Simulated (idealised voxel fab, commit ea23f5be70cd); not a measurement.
Process module, titled voxel wiring stack
Square cells of 5 nm make up the cross-section cut, whose width is 205 nm.
Just so we're on the same page, the cross-sections are grids of square cells, and they're listed out in bands top to bottom, each band one or more rows deep.
For a band, the entry starts with two heights in nm, that of the top and then that of the bottom, and carries on with the band's materials in order from left to right, each alongside its width in nm; the word "throughout" beside a single material means it fills the band edge to edge, and "blank" means empty space.
Ref level 0: as-received wafer is one material below here. Bottom band extends down with no lower bound ("z 0 and below").
Think of "30 to 40" as a width that walks from the first number to the second as you go down the band, top row to bottom row, taking equal-sized steps from row to row.
Step marked "nothing got changed"? Then no cell in the cross-section changed in it.
If an empty space has no open way to the top and is at least 8 cells in size, "Enclosed void catalog" lists it, written width x height at distance, where distance is measured from the left edge and every value is in nm.
If you see something after the settings on a step's line, that's the simulator's own remark about that step.
overlay nm: on a step with a mask, how far right of its planned place the mask lay; negative means left.
## List of planned process steps
1) RECEIVE: material Si
2) CONFORMAL_DEP: material SiO2, thk nm 10
3) DIRECTIONAL_DEP: material TiN, thk nm 5
4) DIRECTIONAL_DEP: material Ru, thk nm 15
5) MASKED_ETCH: tone cover, mask id METAL_1, width nm 25, pitch nm 45, etch materials Ru, depth nm 15, overlay nm 0
6) MASKED_ETCH: tone cover, mask id METAL_1, width nm 25, pitch nm 45, etch materials TiN, depth nm 5, overlay nm 0
7) FILL_DEP: material lowk, thk nm 5
8) CMP: height nm 30
9) CONFORMAL_DEP: material SiCN, thk nm 5
10) DIRECTIONAL_DEP: material lowk, thk nm 35
11) DIRECTIONAL_DEP: material aC, thk nm 15
12) PATTERN: tone open, mask id METAL_2_HOLES, material resist, width nm 15, pitch nm 45, thk nm 30, overlay nm 0
13) DIRECTIONAL_ETCH: etch materials aC, depth nm 15
14) STRIP: etch materials resist
15) DIRECTIONAL_ETCH: etch materials lowk, depth nm 35
16) STRIP: etch materials aC
17) PATTERN: tone open, mask id METAL_2, material resist, width nm 25, pitch nm 45, thk nm 20, overlay nm 0
18) DIRECTIONAL_ETCH: etch materials lowk, depth nm 20
19) DIRECTIONAL_ETCH: etch materials SiCN, depth nm 5
20) STRIP: etch materials resist
21) CONFORMAL_DEP: material TiN, thk nm 5
22) FILL_DEP: material Cu, thk nm 5
23) CMP: height nm 60
24) CONFORMAL_DEP: material SiCN, thk nm 5
25) DIRECTIONAL_DEP: material lowk, thk nm 20
26) PATTERN: tone open, mask id PLUG_2, material resist, width nm 15, pitch nm 90, thk nm 15, overlay nm 0
27) DIRECTIONAL_ETCH: etch materials lowk, depth nm 20
28) DIRECTIONAL_ETCH: etch materials SiCN, depth nm 5
29) STRIP: etch materials resist
30) CONFORMAL_DEP: material TiN, thk nm 5
31) FILL_DEP: material W, thk nm 10
32) CMP: height nm 95
33) DIRECTIONAL_DEP: material TiN, thk nm 5
34) DIRECTIONAL_DEP: material W, thk nm 15
35) MASKED_ETCH: tone cover, mask id METAL_3, width nm 25, pitch nm 45, etch materials W, depth nm 15, overlay nm 0
36) MASKED_ETCH: tone cover, mask id METAL_3, width nm 25, pitch nm 45, etch materials TiN, depth nm 5, overlay nm 0
37) CONFORMAL_DEP: material SiN, thk nm 5
38) FILL_DEP: material SiO2, thk nm 5
39) CMP: height nm 115
40) CONFORMAL_DEP: material SiCN, thk nm 5
Quick note for whoever runs this: the wafers start identical, but the height nm at step 23 isn't the same across them. The plan just shows what the first wafer had.
## Cross-section of the first incoming wafer of several, state after step 1
z 0 and below: Si throughout
Enclosed void catalog: none
## Every row in this table is a wafer at the end of the module, and it gives, for each of the materials, the cells that wafer has gained (+) or lost (-) since it was received, then its closed voids
height nm 60; +28 Cu; +60 Ru; +105 SiCN; +45 SiN; +121 SiO2; +161 TiN; +111 W; +353 lowk; Enclosed void catalog: none
height nm 65; +40 Cu; +60 Ru; +105 SiCN; +45 SiN; +121 SiO2; +169 TiN; +70 W; +374 lowk; Enclosed void catalog: none
height nm 70; +52 Cu; +60 Ru; +105 SiCN; +45 SiN; +121 SiO2; +138 TiN; +68 W; +395 lowk; Enclosed void catalog: none
height nm 75; +64 Cu; +60 Ru; +105 SiCN; +45 SiN; +121 SiO2; +163 TiN; +66 W; +360 lowk; Enclosed void catalog: none
height nm 80; +105 Cu; +60 Ru; +105 SiCN; +45 SiN; +121 SiO2; +159 TiN; +64 W; +325 lowk; Enclosed void catalog: none
